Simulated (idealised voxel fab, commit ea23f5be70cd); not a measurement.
Process module name: voxel gate over fins
Cross-sectional view cut (width: 185 nm; square cell size: 5 nm).
Cross-sections here: square-cell grids, written as top-down lists of bands, a band being one or more rows of cells. Basically the band line says how high the top is and how high the bottom is, in nm, and then what's in it from left to right, every material with its width in nm. Empty space shows up as "empty", and if a single material carries "throughout" it runs the full band edge to edge. Height is counted from the level 0, under which the received wafer is composed throughout of one material. The lowest of the bands is not closed at the bottom but continues downward, in the notation "0..down". So if you see something like "30..40" for the width, read it as the top row of the band sitting at the first number and the bottom row at the second, with every row in between moving by the same amount as the last. Any step labelled "remains unaltered" changed none of the cells in the cross-section. "Sealed cavities" specifies each empty space that is not open to the top and that occupies no fewer than 8 cells, using the form width x height at distance, the distance measured from the left edge and all three quantities in nm. Where a step's line continues beyond its settings, the continuation is a remark by the simulator itself on that step. Each step line may optionally specify "overlay nm", which for a step with a mask gives the rightward distance between the mask's planned place and where it lay, a negative value indicating the leftward direction.
The following list gives the planned process steps
1) RECEIVE [material Si]
2) CONFORMAL_DEP [material SiN] [thk nm 10]
3) PATTERN [tone cover] [mask id FINS] [material resist] [width nm 15] [pitch nm 40] [thk nm 20] [overlay nm 0]
4) DIRECTIONAL_ETCH [etch materials SiN] [depth nm 10]
5) DIRECTIONAL_ETCH [etch materials Si] [depth nm 35]
6) STRIP [etch materials resist]
7) FILL_DEP [material SiO2] [thk nm 5]
8) CMP [height nm 10]
9) SELECTIVE_ETCH [etch materials SiO2] [depth nm 25]
10) STRIP [etch materials SiN]
11) CONFORMAL_DEP [material HfO2] [thk nm 5]
12) CONFORMAL_DEP [material TiN] [thk nm 5]
13) CONFORMAL_DEP [material TiAl] [thk nm 5]
14) CONFORMAL_DEP [material TiN] [thk nm 5]
15) FILL_DEP [material W] [thk nm 15]
16) CMP [height nm 30]
17) CONFORMAL_DEP [material SiCN] [thk nm 5]
This is the cross-section of the wafer as we received it, i.e. after step 1
  0..down  Si throughout
  Sealed cavities: none
Cross-sectional view of the first of the two wafers upon completion of the module, processed in accordance with the plan
  35..30  SiCN throughout
  30..20  W throughout
  20..15  W: 25; TiN: 135; W: 25
  15..10  W: 25; TiN: 5; TiAl: 125; TiN: 5; W: 25
  10..5  W: 25; TiN: 5; TiAl: 5; TiN: 35; TiAl: 5; TiN: 35; TiAl: 5; TiN: 35; TiAl: 5; TiN: 5; W: 25
  5..0  TiN: 30; TiAl: 5; TiN: 5; HfO2: 25; TiN: 5; TiAl: 5; TiN: 5; HfO2: 25; TiN: 5; TiAl: 5; TiN: 5; HfO2: 25; TiN: 5; TiAl: 5; TiN: 30
  0..-5  TiAl: 35; TiN: 5; HfO2: 5; Si: 15; HfO2: 5; TiN: 5; TiAl: 5; TiN: 5; HfO2: 5; Si: 15; HfO2: 5; TiN: 5; TiAl: 5; TiN: 5; HfO2: 5; Si: 15; HfO2: 5; TiN: 5; TiAl: 35
  -5..-10  TiN: 40; HfO2: 5; Si: 15; HfO2: 5; TiN: 15; HfO2: 5; Si: 15; HfO2: 5; TiN: 15; HfO2: 5; Si: 15; HfO2: 5; TiN: 40
  -10..-15  HfO2: 45; Si: 15; HfO2: 25; Si: 15; HfO2: 25; Si: 15; HfO2: 45
  -15..-35  SiO2: 45; Si: 15; SiO2: 25; Si: 15; SiO2: 25; Si: 15; SiO2: 45
  -35..down  Si throughout
  Sealed cavities: none
This is the second of the two wafers, cross-sectioned at the end of the module; it started exactly like the first and was given the same plan, but it was run with one mistake
  35..30  SiCN throughout
  30..20  W throughout
  20..15  W: 15; TiN: 135; W: 35
  15..10  W: 15; TiN: 5; TiAl: 125; TiN: 5; W: 35
  10..5  W: 15; TiN: 5; TiAl: 5; TiN: 35; TiAl: 5; TiN: 35; TiAl: 5; TiN: 35; TiAl: 5; TiN: 5; W: 35
  5..0  TiN: 20; TiAl: 5; TiN: 5; HfO2: 25; TiN: 5; TiAl: 5; TiN: 5; HfO2: 25; TiN: 5; TiAl: 5; TiN: 5; HfO2: 25; TiN: 5; TiAl: 5; TiN: 40
  0..-5  TiAl: 25; TiN: 5; HfO2: 5; Si: 15; HfO2: 5; TiN: 5; TiAl: 5; TiN: 5; HfO2: 5; Si: 15; HfO2: 5; TiN: 5; TiAl: 5; TiN: 5; HfO2: 5; Si: 15; HfO2: 5; TiN: 5; TiAl: 45
  -5..-10  TiN: 30; HfO2: 5; Si: 15; HfO2: 5; TiN: 15; HfO2: 5; Si: 15; HfO2: 5; TiN: 15; HfO2: 5; Si: 15; HfO2: 5; TiN: 50
  -10..-15  HfO2: 35; Si: 15; HfO2: 25; Si: 15; HfO2: 25; Si: 15; HfO2: 55
  -15..-35  SiO2: 35; Si: 15; SiO2: 25; Si: 15; SiO2: 25; Si: 15; SiO2: 55
  -35..down  Si throughout
  Sealed cavities: none
Run error: the process deviated at step 3: the operation and settings actually run there were PATTERN [tone cover] [mask id FINS] [material resist] [width nm 15] [pitch nm 40] [thk nm 20] [overlay nm -10]
Cell counts per material: same on both final wafers. Positions: different.
